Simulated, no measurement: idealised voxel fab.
Proc. module: voxel ribs on slabs
For reference, the cross-section in this document is cut, with width 185 nm and square cells of 5 nm.
If you're reading a cross-section in this doc, picture square cells in a grid; it comes to you as bands, top ones listed first down to the bottom, and a band can be one or more rows of cells. Within each band entry, the heights of the top and of the bottom of the band appear first, in that order and in nm; the materials of the band then follow from left to right, each with its corresponding width in nm. The designation "full width" on a single material indicates that it fills the band from edge to edge; the designation "empty" indicates empty space. Height reference: 0 = level under which incoming wafer is all one material. Lowest band: no bottom, runs on downward, e.g. "top 0, no bottom". It should be noted that a width expressed as "30..40" varies in equal increments from row to row of cells within the band, taking the value of the first number at the top row and that of the second number at the bottom row. Reading "no modification" for a step: not a cell of the cross-section changed in it. Basically, "Trapped cavities" tells you about the enclosed voids: empty spaces with no open way to the top, 8 cells or bigger, each written width x height at distance, where distance is from the left edge, all in nm. Where a step's line continues beyond its settings, the continuation is a remark by the simulator itself on that step. Steps that use a mask can have "overlay nm" on their line. It says how far the mask sat to the right of where it was meant to be. Negative means to the left. Reading key. Pairs: pre-step and post-step cross-section, one process step apart; post-step view only to lowest changed band. Step between + settings: beneath pair. Runs: pairs may be from different runs of this module, same starting wafer. Continuation from pair above: only where "Status quo ante" entry says.
Status quo ante:
> top 0, no bottom | Si full width
> Trapped cavities: none
Post-Step Cross-Section:
> top 30, bottom 0 | SiO2 full width
> below 0: unchanged
> Trapped cavities: none
Going from one cross-section above to the next, the wafer undergoes DIRECTIONAL_DEP: material SiO2, thk nm 30
Status quo ante: taken from the pair above, after panel.
Post-Step Cross-Section:
> top 45, bottom 30 | SiN full width
> below 30: unchanged
> Trapped cavities: none
Going from one cross-section above to the next, the wafer undergoes DIRECTIONAL_DEP: material SiN, thk nm 15
Status quo ante: taken from the pair above, after panel.
Post-Step Cross-Section:
> top 60, bottom 45 | aC full width
> below 45: unchanged
> Trapped cavities: none
Going from one cross-section above to the next, the wafer undergoes DIRECTIONAL_DEP: material aC, thk nm 15
Status quo ante: taken from the pair above, after panel.
Post-Step Cross-Section:
> top 95, bottom 60 | empty=75 | resist=30 | empty=80
> below 60: unchanged
> Trapped cavities: none
Going from one cross-section above to the next, the wafer undergoes PATTERN: tone cover, mask id RIB, material resist, width nm 30, thk nm 35, overlay nm 0
Status quo ante: taken from the pair above, after panel.
Post-Step Cross-Section:
> top 80, bottom 60 | empty=75 | resist=30 | empty=80
> top 60, bottom 45 | empty=75 | aC=30 | empty=80
> below 45: unchanged
> Trapped cavities: none
Going from one cross-section above to the next, the wafer undergoes DIRECTIONAL_ETCH: etch materials aC, depth nm 15
Status quo ante: taken from the pair above, after panel.
Post-Step Cross-Section:
> top 60, bottom 45 | empty=75 | aC=30 | empty=80
> below 45: unchanged
> Trapped cavities: none
Going from one cross-section above to the next, the wafer undergoes STRIP: etch materials resist
Status quo ante: taken from the pair above, after panel.
Post-Step Cross-Section:
> top 60, bottom 45 | empty=75 | aC=30 | empty=80
> top 45, bottom 40 | empty=75 | SiN=30 | empty=80
> below 40: unchanged
> Trapped cavities: none
Going from one cross-section above to the next, the wafer undergoes DIRECTIONAL_ETCH: etch materials SiN, depth nm 5
Status quo ante: taken from the pair above, after panel.
Post-Step Cross-Section:
> top 45, bottom 40 | empty=75 | SiN=30 | empty=80
> below 40: unchanged
> Trapped cavities: none
Going from one cross-section above to the next, the wafer undergoes STRIP: etch materials aC
Status quo ante: taken from the pair above, after panel.
Post-Step Cross-Section:
> top 55, bottom 50 | empty=75 | aC=30 | empty=80
> top 50, bottom 45 | aC full width
> top 45, bottom 40 | aC=75 | SiN=30 | aC=80
> below 40: unchanged
> Trapped cavities: none
Going from one cross-section above to the next, the wafer undergoes DIRECTIONAL_DEP: material aC, thk nm 10
Status quo ante: taken from the pair above, after panel.
Post-Step Cross-Section:
> top 85, bottom 55 | empty=50 | resist=80 | empty=55
> top 55, bottom 50 | empty=50 | resist=25 | aC=30 | resist=25 | empty=55
> below 50: unchanged
> Trapped cavities: none
Going from one cross-section above to the next, the wafer undergoes PATTERN: tone cover, mask id SLAB, material resist, width nm 80, thk nm 30, overlay nm 0
Status quo ante: taken from the pair above, after panel.
Post-Step Cross-Section:
> top 75, bottom 55 | empty=50 | resist=80 | empty=55
> top 55, bottom 50 | empty=50 | resist=25 | aC=30 | resist=25 | empty=55
> top 50, bottom 45 | empty=50 | aC=80 | empty=55
> top 45, bottom 40 | empty=50 | aC=25 | SiN=30 | aC=25 | empty=55
> below 40: unchanged
> Trapped cavities: none
Going from one cross-section above to the next, the wafer undergoes DIRECTIONAL_ETCH: etch materials aC, depth nm 10
Status quo ante: taken from the pair above, after panel.
Post-Step Cross-Section:
> top 55, bottom 45 | empty=75..50 | aC=30..80 | empty=80..55
> below 45: unchanged
> Trapped cavities: none
Going from one cross-section above to the next, the wafer undergoes STRIP: etch materials resist
Status quo ante: taken from the pair above, after panel.
Post-Step Cross-Section:
> top 55, bottom 45 | empty=75..50 | aC=30..80 | empty=80..55
> top 45, bottom 40 | empty=50 | aC=25 | SiN=30 | aC=25 | empty=55
> top 40, bottom 30 | empty=50 | SiN=80 | empty=55
> below 30: unchanged
> Trapped cavities: none
Going from one cross-section above to the next, the wafer undergoes DIRECTIONAL_ETCH: etch materials SiN, depth nm 10
Status quo ante: taken from the pair above, after panel.
Post-Step Cross-Section:
> top 45, bottom 40 | empty=75 | SiN=30 | empty=80
> below 40: unchanged
> Trapped cavities: none
Going from one cross-section above to the next, the wafer undergoes STRIP: etch materials aC
Status quo ante: taken from the pair above, after panel.
Post-Step Cross-Section:
> top 60, bottom 45 | SiO2 full width
> top 45, bottom 40 | SiO2=75 | SiN=30 | SiO2=80
> top 40, bottom 30 | SiO2=50 | SiN=80 | SiO2=55
> below 30: unchanged
> Trapped cavities: none
Going from one cross-section above to the next, the wafer undergoes FILL_DEP: material SiO2, thk nm 15
Status quo ante: taken from the pair above, after panel.
Post-Step Cross-Section:
> top 55, bottom 45 | SiO2 full width
> below 45: unchanged
> Trapped cavities: none
Going from one cross-section above to the next, the wafer undergoes CMP: height nm 55
Status quo ante: taken from the pair above, after panel.
Post-Step Cross-Section:
> top 65, bottom 55 | W full width
> below 55: unchanged
> Trapped cavities: none
Going from one cross-section above to the next, the wafer undergoes DIRECTIONAL_DEP: material W, thk nm 10
Status quo ante: taken from the pair above, after panel.
Post-Step Cross-Section:
> top 65, bottom 55 | empty=70 | W=40 | empty=75
> below 55: unchanged
> Trapped cavities: none
Going from one cross-section above to the next, the wafer undergoes MASKED_ETCH: tone cover, mask id HEATER, width nm 40, etch materials W, depth nm 10, overlay nm 0
Status quo ante: taken from the pair above, after panel.
Post-Step Cross-Section:
> top 75, bottom 65 | empty=60 | SiN=60 | empty=65
> top 65, bottom 55 | SiN=70 | W=40 | SiN=75
> below 55: unchanged
> Trapped cavities: none
Going from one cross-section above to the next, the wafer undergoes CONFORMAL_DEP: material SiN, thk nm 10
Status quo ante:
> top 75, bottom 55 | empty=50 | resist=80 | empty=55
> top 55, bottom 50 | empty=50 | resist=25 | aC=30 | resist=25 | empty=55
> top 50, bottom 45 | empty=50 | aC=80 | empty=55
> top 45, bottom 40 | empty=50 | aC=25 | SiN=30 | aC=25 | empty=55
> top 40, bottom 30 | SiN full width
> top 30, bottom 0 | SiO2 full width
> top 0, no bottom | Si full width
> Trapped cavities: none
Post-Step Cross-Section:
> top 65, bottom 55 | empty=50 | resist=80 | empty=55
> below 55: unchanged
> Trapped cavities: none
Going from one cross-section above to the next, the wafer undergoes DIRECTIONAL_ETCH: etch materials aC, depth nm 10
Status quo ante: taken from the pair above, after panel.
Post-Step Cross-Section:
> top 55, bottom 45 | empty=75..50 | aC=30..80 | empty=80..55
> below 45: unchanged
> Trapped cavities: none
Going from one cross-section above to the next, the wafer undergoes STRIP: etch materials resist
Status quo ante:
> top 0, no bottom | Si full width
> Trapped cavities: none
Post-Step Cross-Section:
> top 15, bottom 0 | SiN full width
> below 0: unchanged
> Trapped cavities: none
Going from one cross-section above to the next, the wafer undergoes DIRECTIONAL_DEP: material SiN, thk nm 15
Status quo ante: taken from the pair above, after panel.
Post-Step Cross-Section:
> top 45, bottom 15 | SiO2 full width
> below 15: unchanged
> Trapped cavities: none
Going from one cross-section above to the next, the wafer undergoes DIRECTIONAL_DEP: material SiO2, thk nm 30
Status quo ante: taken from the pair above, after panel.
Post-Step Cross-Section:
> top 60, bottom 45 | aC full width
> below 45: unchanged
> Trapped cavities: none
Going from one cross-section above to the next, the wafer undergoes DIRECTIONAL_DEP: material aC, thk nm 15
Status quo ante: taken from the pair above, after panel.
Post-Step Cross-Section:
> top 95, bottom 60 | empty=75 | resist=30 | empty=80
> below 60: unchanged
> Trapped cavities: none
Going from one cross-section above to the next, the wafer undergoes PATTERN: tone cover, mask id RIB, material resist, width nm 30, thk nm 35, overlay nm 0
Status quo ante: taken from the pair above, after panel.
Post-Step Cross-Section:
> top 80, bottom 60 | empty=75 | resist=30 | empty=80
> top 60, bottom 45 | empty=75 | aC=30 | empty=80
> below 45: unchanged
> Trapped cavities: none
Going from one cross-section above to the next, the wafer undergoes DIRECTIONAL_ETCH: etch materials aC, depth nm 15
Status quo ante: taken from the pair above, after panel.
Post-Step Cross-Section:
> top 60, bottom 45 | empty=75 | aC=30 | empty=80
> below 45: unchanged
> Trapped cavities: none
Going from one cross-section above to the next, the wafer undergoes STRIP: etch materials resist
Status quo ante: taken from the pair above, after panel.
Post-Step Cross-Section:
> top 45, bottom 15 | SiO2 full width
> below 15: unchanged
> Trapped cavities: none
Going from one cross-section above to the next, the wafer undergoes STRIP: etch materials aC
Status quo ante: taken from the pair above, after panel.
Post-Step Cross-Section:
> top 55, bottom 45 | aC full width
> below 45: unchanged
> Trapped cavities: none
Going from one cross-section above to the next, the wafer undergoes DIRECTIONAL_DEP: material aC, thk nm 10
Status quo ante: taken from the pair above, after panel.
Post-Step Cross-Section:
> top 85, bottom 55 | empty=50 | resist=80 | empty=55
> below 55: unchanged
> Trapped cavities: none
Going from one cross-section above to the next, the wafer undergoes PATTERN: tone cover, mask id SLAB, material resist, width nm 80, thk nm 30, overlay nm 0
Status quo ante: taken from the pair above, after panel.
Post-Step Cross-Section:
> top 75, bottom 55 | empty=50 | resist=80 | empty=55
> top 55, bottom 45 | empty=50 | aC=80 | empty=55
> below 45: unchanged
> Trapped cavities: none
Going from one cross-section above to the next, the wafer undergoes DIRECTIONAL_ETCH: etch materials aC, depth nm 10
Status quo ante: taken from the pair above, after panel.
Post-Step Cross-Section:
> top 55, bottom 45 | empty=50 | aC=80 | empty=55
> below 45: unchanged
> Trapped cavities: none
Going from one cross-section above to the next, the wafer undergoes STRIP: etch materials resist
Status quo ante: taken from the pair above, after panel.
Post-Step Cross-Section:
> top 45, bottom 15 | SiO2 full width
> below 15: unchanged
> Trapped cavities: none
Going from one cross-section above to the next, the wafer undergoes STRIP: etch materials aC
Status quo ante: taken from the pair above, after panel.
Post-Step Cross-Section:
> top 60, bottom 15 | SiO2 full width
> below 15: unchanged
> Trapped cavities: none
Going from one cross-section above to the next, the wafer undergoes FILL_DEP: material SiO2, thk nm 15
Status quo ante: taken from the pair above, after panel.
Post-Step Cross-Section:
> top 55, bottom 15 | SiO2 full width
> below 15: unchanged
> Trapped cavities: none
Going from one cross-section above to the next, the wafer undergoes CMP: height nm 55
Status quo ante: taken from the pair above, after panel.
Post-Step Cross-Section:
> top 65, bottom 55 | W full width
> below 55: unchanged
> Trapped cavities: none
Going from one cross-section above to the next, the wafer undergoes DIRECTIONAL_DEP: material W, thk nm 10
Status quo ante: taken from the pair above, after panel.
Post-Step Cross-Section:
> top 65, bottom 55 | empty=70 | W=40 | empty=75
> below 55: unchanged
> Trapped cavities: none
Going from one cross-section above to the next, the wafer undergoes MASKED_ETCH: tone cover, mask id HEATER, width nm 40, etch materials W, depth nm 10, overlay nm 0
Status quo ante: taken from the pair above, after panel.
Post-Step Cross-Section:
> top 75, bottom 65 | empty=60 | SiN=60 | empty=65
> top 65, bottom 55 | SiN=70 | W=40 | SiN=75
> below 55: unchanged
> Trapped cavities: none
Going from one cross-section above to the next, the wafer undergoes CONFORMAL_DEP: material SiN, thk nm 10
Status quo ante:
> top 30, bottom 0 | SiO2 full width
> top 0, no bottom | Si full width
> Trapped cavities: none
Post-Step Cross-Section:
> top 50, bottom 30 | SiN full width
> below 30: unchanged
> Trapped cavities: none
Going from one cross-section above to the next, the wafer undergoes DIRECTIONAL_DEP: material SiN, thk nm 20
Status quo ante: taken from the pair above, after panel.
Post-Step Cross-Section:
> top 65, bottom 50 | aC full width
> below 50: unchanged
> Trapped cavities: none
Going from one cross-section above to the next, the wafer undergoes DIRECTIONAL_DEP: material aC, thk nm 15
Status quo ante: taken from the pair above, after panel.
Post-Step Cross-Section:
> top 100, bottom 65 | empty=75 | resist=30 | empty=80
> below 65: unchanged
> Trapped cavities: none
Going from one cross-section above to the next, the wafer undergoes PATTERN: tone cover, mask id RIB, material resist, width nm 30, thk nm 35, overlay nm 0
Status quo ante: taken from the pair above, after panel.
Post-Step Cross-Section:
> top 85, bottom 65 | empty=75 | resist=30 | empty=80
> top 65, bottom 50 | empty=75 | aC=30 | empty=80
> below 50: unchanged
> Trapped cavities: none
Going from one cross-section above to the next, the wafer undergoes DIRECTIONAL_ETCH: etch materials aC, depth nm 15
Status quo ante: taken from the pair above, after panel.
Post-Step Cross-Section:
> top 65, bottom 50 | empty=75 | aC=30 | empty=80
> below 50: unchanged
> Trapped cavities: none
Going from one cross-section above to the next, the wafer undergoes STRIP: etch materials resist
Status quo ante: taken from the pair above, after panel.
Post-Step Cross-Section:
> top 65, bottom 50 | empty=75 | aC=30 | empty=80
> top 50, bottom 45 | empty=75 | SiN=30 | empty=80
> below 45: unchanged
> Trapped cavities: none
Going from one cross-section above to the next, the wafer undergoes DIRECTIONAL_ETCH: etch materials SiN, depth nm 5
Status quo ante: taken from the pair above, after panel.
Post-Step Cross-Section:
> top 50, bottom 45 | empty=75 | SiN=30 | empty=80
> below 45: unchanged
> Trapped cavities: none
Going from one cross-section above to the next, the wafer undergoes STRIP: etch materials aC
Status quo ante: taken from the pair above, after panel.
Post-Step Cross-Section:
> top 60, bottom 55 | empty=75 | aC=30 | empty=80
> top 55, bottom 50 | aC full width
> top 50, bottom 45 | aC=75 | SiN=30 | aC=80
> below 45: unchanged
> Trapped cavities: none
Going from one cross-section above to the next, the wafer undergoes DIRECTIONAL_DEP: material aC, thk nm 10
Status quo ante: taken from the pair above, after panel.
Post-Step Cross-Section:
> top 90, bottom 60 | empty=50 | resist=80 | empty=55
> top 60, bottom 55 | empty=50 | resist=25 | aC=30 | resist=25 | empty=55
> below 55: unchanged
> Trapped cavities: none
Going from one cross-section above to the next, the wafer undergoes PATTERN: tone cover, mask id SLAB, material resist, width nm 80, thk nm 30, overlay nm 0
Status quo ante: taken from the pair above, after panel.
Post-Step Cross-Section:
> top 80, bottom 60 | empty=50 | resist=80 | empty=55
> top 60, bottom 55 | empty=50 | resist=25 | aC=30 | resist=25 | empty=55
> top 55, bottom 50 | empty=50 | aC=80 | empty=55
> top 50, bottom 45 | empty=50 | aC=25 | SiN=30 | aC=25 | empty=55
> below 45: unchanged
> Trapped cavities: none
Going from one cross-section above to the next, the wafer undergoes DIRECTIONAL_ETCH: etch materials aC, depth nm 10
Status quo ante: taken from the pair above, after panel.
Post-Step Cross-Section:
> top 60, bottom 50 | empty=75..50 | aC=30..80 | empty=80..55
> below 50: unchanged
> Trapped cavities: none
Going from one cross-section above to the next, the wafer undergoes STRIP: etch materials resist
Status quo ante: taken from the pair above, after panel.
Post-Step Cross-Section:
> top 60, bottom 50 | empty=75..50 | aC=30..80 | empty=80..55
> top 50, bottom 45 | empty=50 | aC=25 | SiN=30 | aC=25 | empty=55
> top 45, bottom 35 | empty=50 | SiN=80 | empty=55
> below 35: unchanged
> Trapped cavities: none
Going from one cross-section above to the next, the wafer undergoes DIRECTIONAL_ETCH: etch materials SiN, depth nm 10
Status quo ante: taken from the pair above, after panel.
Post-Step Cross-Section:
> top 50, bottom 45 | empty=75 | SiN=30 | empty=80
> below 45: unchanged
> Trapped cavities: none
Going from one cross-section above to the next, the wafer undergoes STRIP: etch materials aC
Status quo ante: taken from the pair above, after panel.
Post-Step Cross-Section:
> top 65, bottom 50 | SiO2 full width
> top 50, bottom 45 | SiO2=75 | SiN=30 | SiO2=80
> top 45, bottom 35 | SiO2=50 | SiN=80 | SiO2=55
> below 35: unchanged
> Trapped cavities: none
Going from one cross-section above to the next, the wafer undergoes FILL_DEP: material SiO2, thk nm 15
Status quo ante: taken from the pair above, after panel.
Post-Step Cross-Section:
> top 55, bottom 50 | SiO2 full width
> below 50: unchanged
> Trapped cavities: none
Going from one cross-section above to the next, the wafer undergoes CMP: height nm 55
Status quo ante: taken from the pair above, after panel.
Post-Step Cross-Section:
> top 65, bottom 55 | W full width
> below 55: unchanged
> Trapped cavities: none
Going from one cross-section above to the next, the wafer undergoes DIRECTIONAL_DEP: material W, thk nm 10
Status quo ante: taken from the pair above, after panel.
Post-Step Cross-Section:
> top 65, bottom 55 | empty=70 | W=40 | empty=75
> below 55: unchanged
> Trapped cavities: none
Going from one cross-section above to the next, the wafer undergoes MASKED_ETCH: tone cover, mask id HEATER, width nm 40, etch materials W, depth nm 10, overlay nm 0
Status quo ante: taken from the pair above, after panel.
Post-Step Cross-Section:
> top 75, bottom 65 | empty=60 | SiN=60 | empty=65
> top 65, bottom 55 | SiN=70 | W=40 | SiN=75
> below 55: unchanged
> Trapped cavities: none
Going from one cross-section above to the next, the wafer undergoes CONFORMAL_DEP: material SiN, thk nm 10
Status quo ante:
> top 55, bottom 50 | empty=75 | aC=30 | empty=80
> top 50, bottom 45 | aC full width
> top 45, bottom 40 | aC=75 | SiN=30 | aC=80
> top 40, bottom 30 | SiN full width
> top 30, bottom 0 | SiO2 full width
> top 0, no bottom | Si full width
> Trapped cavities: none
Post-Step Cross-Section:
> top 85, bottom 55 | empty=55 | resist=70 | empty=60
> top 55, bottom 50 | empty=55 | resist=20 | aC=30 | resist=20 | empty=60
> below 50: unchanged
> Trapped cavities: none
Going from one cross-section above to the next, the wafer undergoes PATTERN: tone cover, mask id SLAB, material resist, width nm 70, thk nm 30, overlay nm 0
Status quo ante: taken from the pair above, after panel.
Post-Step Cross-Section:
> top 75, bottom 55 | empty=55 | resist=70 | empty=60
> top 55, bottom 50 | empty=55 | resist=20 | aC=30 | resist=20 | empty=60
> top 50, bottom 45 | empty=55 | aC=70 | empty=60
> top 45, bottom 40 | empty=55 | aC=20 | SiN=30 | aC=20 | empty=60
> below 40: unchanged
> Trapped cavities: none
Going from one cross-section above to the next, the wafer undergoes DIRECTIONAL_ETCH: etch materials aC, depth nm 10
Status quo ante: taken from the pair above, after panel.
Post-Step Cross-Section:
> top 55, bottom 45 | empty=75..55 | aC=30..70 | empty=80..60
> below 45: unchanged
> Trapped cavities: none
Going from one cross-section above to the next, the wafer undergoes STRIP: etch materials resist
Status quo ante: taken from the pair above, after panel.
Post-Step Cross-Section:
> top 55, bottom 45 | empty=75..55 | aC=30..70 | empty=80..60
> top 45, bottom 40 | empty=55 | aC=20 | SiN=30 | aC=20 | empty=60
> top 40, bottom 30 | empty=55 | SiN=70 | empty=60
> below 30: unchanged
> Trapped cavities: none
Going from one cross-section above to the next, the wafer undergoes DIRECTIONAL_ETCH: etch materials SiN, depth nm 10
Status quo ante: taken from the pair above, after panel.
Post-Step Cross-Section:
> top 45, bottom 40 | empty=75 | SiN=30 | empty=80
> below 40: unchanged
> Trapped cavities: none
Going from one cross-section above to the next, the wafer undergoes STRIP: etch materials aC
Status quo ante: taken from the pair above, after panel.
Post-Step Cross-Section:
> top 60, bottom 45 | SiO2 full width
> top 45, bottom 40 | SiO2=75 | SiN=30 | SiO2=80
> top 40, bottom 30 | SiO2=55 | SiN=70 | SiO2=60
> below 30: unchanged
> Trapped cavities: none
Going from one cross-section above to the next, the wafer undergoes FILL_DEP: material SiO2, thk nm 15
Status quo ante: taken from the pair above, after panel.
Post-Step Cross-Section:
> top 55, bottom 45 | SiO2 full width
> below 45: unchanged
> Trapped cavities: none
Going from one cross-section above to the next, the wafer undergoes CMP: height nm 55
Status quo ante: taken from the pair above, after panel.
Post-Step Cross-Section:
> top 65, bottom 55 | W full width
> below 55: unchanged
> Trapped cavities: none
Going from one cross-section above to the next, the wafer undergoes DIRECTIONAL_DEP: material W, thk nm 10
Status quo ante: taken from the pair above, after panel.
Post-Step Cross-Section:
> top 65, bottom 55 | empty=70 | W=40 | empty=75
> below 55: unchanged
> Trapped cavities: none
Going from one cross-section above to the next, the wafer undergoes MASKED_ETCH: tone cover, mask id HEATER, width nm 40, etch materials W, depth nm 10, overlay nm 0
Status quo ante: taken from the pair above, after panel.
Post-Step Cross-Section:
> top 75, bottom 65 | empty=60 | SiN=60 | empty=65
> top 65, bottom 55 | SiN=70 | W=40 | SiN=75
> below 55: unchanged
> Trapped cavities: none
Going from one cross-section above to the next, the wafer undergoes CONFORMAL_DEP: material SiN, thk nm 10
Status quo ante:
> top 55, bottom 50 | empty=75 | aC=30 | empty=80
> top 50, bottom 45 | aC full width
> top 45, bottom 40 | aC=75 | SiN=30 | aC=80
> top 40, bottom 30 | SiN full width
> top 30, bottom 0 | SiO2 full width
> top 0, no bottom | Si full width
> Trapped cavities: none
Post-Step Cross-Section:
> top 85, bottom 55 | empty=55 | resist=80 | empty=50
> top 55, bottom 50 | empty=55 | resist=20 | aC=30 | resist=30 | empty=50
> below 50: unchanged
> Trapped cavities: none
Going from one cross-section above to the next, the wafer undergoes PATTERN: tone cover, mask id SLAB, material resist, width nm 80, thk nm 30, overlay nm 5
Status quo ante: taken from the pair above, after panel.
Post-Step Cross-Section:
> top 75, bottom 55 | empty=55 | resist=80 | empty=50
> top 55, bottom 50 | empty=55 | resist=20 | aC=30 | resist=30 | empty=50
> top 50, bottom 45 | empty=55 | aC=80 | empty=50
> top 45, bottom 40 | empty=55 | aC=20 | SiN=30 | aC=30 | empty=50
> below 40: unchanged
> Trapped cavities: none
Going from one cross-section above to the next, the wafer undergoes DIRECTIONAL_ETCH: etch materials aC, depth nm 10
Status quo ante: taken from the pair above, after panel.
Post-Step Cross-Section:
> top 55, bottom 45 | empty=75..55 | aC=30..80 | empty=80..50
> below 45: unchanged
> Trapped cavities: none
Going from one cross-section above to the next, the wafer undergoes STRIP: etch materials resist
Status quo ante: taken from the pair above, after panel.
Post-Step Cross-Section:
> top 55, bottom 45 | empty=75..55 | aC=30..80 | empty=80..50
> top 45, bottom 40 | empty=55 | aC=20 | SiN=30 | aC=30 | empty=50
> top 40, bottom 30 | empty=55 | SiN=80 | empty=50
> below 30: unchanged
> Trapped cavities: none
Going from one cross-section above to the next, the wafer undergoes DIRECTIONAL_ETCH: etch materials SiN, depth nm 10
Status quo ante: taken from the pair above, after panel.
Post-Step Cross-Section:
> top 45, bottom 40 | empty=75 | SiN=30 | empty=80
> below 40: unchanged
> Trapped cavities: none
Going from one cross-section above to the next, the wafer undergoes STRIP: etch materials aC
Status quo ante: taken from the pair above, after panel.
Post-Step Cross-Section:
> top 60, bottom 45 | SiO2 full width
> top 45, bottom 40 | SiO2=75 | SiN=30 | SiO2=80
> top 40, bottom 30 | SiO2=55 | SiN=80 | SiO2=50
> below 30: unchanged
> Trapped cavities: none
Going from one cross-section above to the next, the wafer undergoes FILL_DEP: material SiO2, thk nm 15
Status quo ante: taken from the pair above, after panel.
Post-Step Cross-Section:
> top 55, bottom 45 | SiO2 full width
> below 45: unchanged
> Trapped cavities: none
Going from one cross-section above to the next, the wafer undergoes CMP: height nm 55
Status quo ante: taken from the pair above, after panel.
Post-Step Cross-Section:
> top 65, bottom 55 | W full width
> below 55: unchanged
> Trapped cavities: none
Going from one cross-section above to the next, the wafer undergoes DIRECTIONAL_DEP: material W, thk nm 10
Status quo ante: taken from the pair above, after panel.
Post-Step Cross-Section:
> top 65, bottom 55 | empty=70 | W=40 | empty=75
> below 55: unchanged
> Trapped cavities: none
Going from one cross-section above to the next, the wafer undergoes MASKED_ETCH: tone cover, mask id HEATER, width nm 40, etch materials W, depth nm 10, overlay nm 0
Status quo ante: taken from the pair above, after panel.
Post-Step Cross-Section:
> top 75, bottom 65 | empty=60 | SiN=60 | empty=65
> top 65, bottom 55 | SiN=70 | W=40 | SiN=75
> below 55: unchanged
> Trapped cavities: none
Going from one cross-section above to the next, the wafer undergoes CONFORMAL_DEP: material SiN, thk nm 10
Status quo ante:
> top 30, bottom 0 | SiO2 full width
> top 0, no bottom | Si full width
> Trapped cavities: none
Post-Step Cross-Section:
> top 45, bottom 30 | W full width
> below 30: unchanged
> Trapped cavities: none
Going from one cross-section above to the next, the wafer undergoes DIRECTIONAL_DEP: material W, thk nm 15
Status quo ante: taken from the pair above, after panel.
Post-Step Cross-Section:
> top 60, bottom 45 | aC full width
> below 45: unchanged
> Trapped cavities: none
Going from one cross-section above to the next, the wafer undergoes DIRECTIONAL_DEP: material aC, thk nm 15
Status quo ante: taken from the pair above, after panel.
Post-Step Cross-Section:
> top 95, bottom 60 | empty=75 | resist=30 | empty=80
> below 60: unchanged
> Trapped cavities: none
Going from one cross-section above to the next, the wafer undergoes PATTERN: tone cover, mask id RIB, material resist, width nm 30, thk nm 35, overlay nm 0
Status quo ante: taken from the pair above, after panel.
Post-Step Cross-Section:
> top 80, bottom 60 | empty=75 | resist=30 | empty=80
> top 60, bottom 45 | empty=75 | aC=30 | empty=80
> below 45: unchanged
> Trapped cavities: none
Going from one cross-section above to the next, the wafer undergoes DIRECTIONAL_ETCH: etch materials aC, depth nm 15
Status quo ante: taken from the pair above, after panel.
Post-Step Cross-Section:
> top 60, bottom 45 | empty=75 | aC=30 | empty=80
> below 45: unchanged
> Trapped cavities: none
Going from one cross-section above to the next, the wafer undergoes STRIP: etch materials resist
Status quo ante: taken from the pair above, after panel.
Post-Step Cross-Section:
> top 45, bottom 30 | W full width
> below 30: unchanged
> Trapped cavities: none
Going from one cross-section above to the next, the wafer undergoes STRIP: etch materials aC
Status quo ante: taken from the pair above, after panel.
Post-Step Cross-Section:
> top 55, bottom 45 | aC full width
> below 45: unchanged
> Trapped cavities: none
Going from one cross-section above to the next, the wafer undergoes DIRECTIONAL_DEP: material aC, thk nm 10
Status quo ante: taken from the pair above, after panel.
Post-Step Cross-Section:
> top 85, bottom 55 | empty=50 | resist=80 | empty=55
> below 55: unchanged
> Trapped cavities: none
Going from one cross-section above to the next, the wafer undergoes PATTERN: tone cover, mask id SLAB, material resist, width nm 80, thk nm 30, overlay nm 0
Status quo ante: taken from the pair above, after panel.
Post-Step Cross-Section:
> top 75, bottom 55 | empty=50 | resist=80 | empty=55
> top 55, bottom 45 | empty=50 | aC=80 | empty=55
> below 45: unchanged
> Trapped cavities: none
Going from one cross-section above to the next, the wafer undergoes DIRECTIONAL_ETCH: etch materials aC, depth nm 10
Status quo ante: taken from the pair above, after panel.
Post-Step Cross-Section:
> top 55, bottom 45 | empty=50 | aC=80 | empty=55
> below 45: unchanged
> Trapped cavities: none
Going from one cross-section above to the next, the wafer undergoes STRIP: etch materials resist
Status quo ante: taken from the pair above, after panel.
Post-Step Cross-Section:
> top 45, bottom 30 | W full width
> below 30: unchanged
> Trapped cavities: none
Going from one cross-section above to the next, the wafer undergoes STRIP: etch materials aC
Status quo ante: taken from the pair above, after panel.
Post-Step Cross-Section:
> top 60, bottom 45 | SiO2 full width
> below 45: unchanged
> Trapped cavities: none
Going from one cross-section above to the next, the wafer undergoes FILL_DEP: material SiO2, thk nm 15
Status quo ante: taken from the pair above, after panel.
Post-Step Cross-Section:
> top 55, bottom 45 | SiO2 full width
> below 45: unchanged
> Trapped cavities: none
Going from one cross-section above to the next, the wafer undergoes CMP: height nm 55
Status quo ante: taken from the pair above, after panel.
Post-Step Cross-Section:
> top 65, bottom 55 | W full width
> below 55: unchanged
> Trapped cavities: none
Going from one cross-section above to the next, the wafer undergoes DIRECTIONAL_DEP: material W, thk nm 10
Status quo ante: taken from the pair above, after panel.
Post-Step Cross-Section:
> top 65, bottom 55 | empty=70 | W=40 | empty=75
> below 55: unchanged
> Trapped cavities: none
Going from one cross-section above to the next, the wafer undergoes MASKED_ETCH: tone cover, mask id HEATER, width nm 40, etch materials W, depth nm 10, overlay nm 0
Status quo ante: taken from the pair above, after panel.
Post-Step Cross-Section:
> top 75, bottom 65 | empty=60 | SiN=60 | empty=65
> top 65, bottom 55 | SiN=70 | W=40 | SiN=75
> below 55: unchanged
> Trapped cavities: none
Going from one cross-section above to the next, the wafer undergoes CONFORMAL_DEP: material SiN, thk nm 10
Status quo ante:
> top 55, bottom 50 | empty=75 | aC=30 | empty=80
> top 50, bottom 45 | aC full width
> top 45, bottom 40 | aC=75 | SiN=30 | aC=80
> top 40, bottom 30 | SiN full width
> top 30, bottom 0 | SiO2 full width
> top 0, no bottom | Si full width
> Trapped cavities: none
Post-Step Cross-Section:
> top 85, bottom 55 | resist=50 | empty=80 | resist=55
> top 55, bottom 50 | resist=50 | empty=25 | aC=30 | empty=25 | resist=55
> below 50: unchanged
> Trapped cavities: none
Going from one cross-section above to the next, the wafer undergoes PATTERN: tone open, mask id SLAB, material resist, width nm 80, thk nm 30, overlay nm 0
Status quo ante: taken from the pair above, after panel.
Post-Step Cross-Section:
> top 75, bottom 50 | resist=50 | empty=80 | resist=55
> top 50, bottom 45 | aC=50 | empty=80 | aC=55
> top 45, bottom 40 | aC=50 | empty=25 | SiN=30 | empty=25 | aC=55
> below 40: unchanged
> Trapped cavities: none
Going from one cross-section above to the next, the wafer undergoes DIRECTIONAL_ETCH: etch materials aC, depth nm 10
Status quo ante: taken from the pair above, after panel.
Post-Step Cross-Section:
> top 50, bottom 45 | aC=50 | empty=80 | aC=55
> below 45: unchanged
> Trapped cavities: none
Going from one cross-section above to the next, the wafer undergoes STRIP: etch materials resist
Status quo ante: taken from the pair above, after panel.
Post-Step Cross-Section:
> top 50, bottom 40 | aC=50 | empty=80 | aC=55
> top 40, bottom 35 | SiN=50 | empty=80 | SiN=55
> top 35, bottom 30 | SiN=50 | empty=25 | SiN=30 | empty=25 | SiN=55
> below 30: unchanged
> Trapped cavities: none
Going from one cross-section above to the next, the wafer undergoes DIRECTIONAL_ETCH: etch materials SiN, depth nm 10
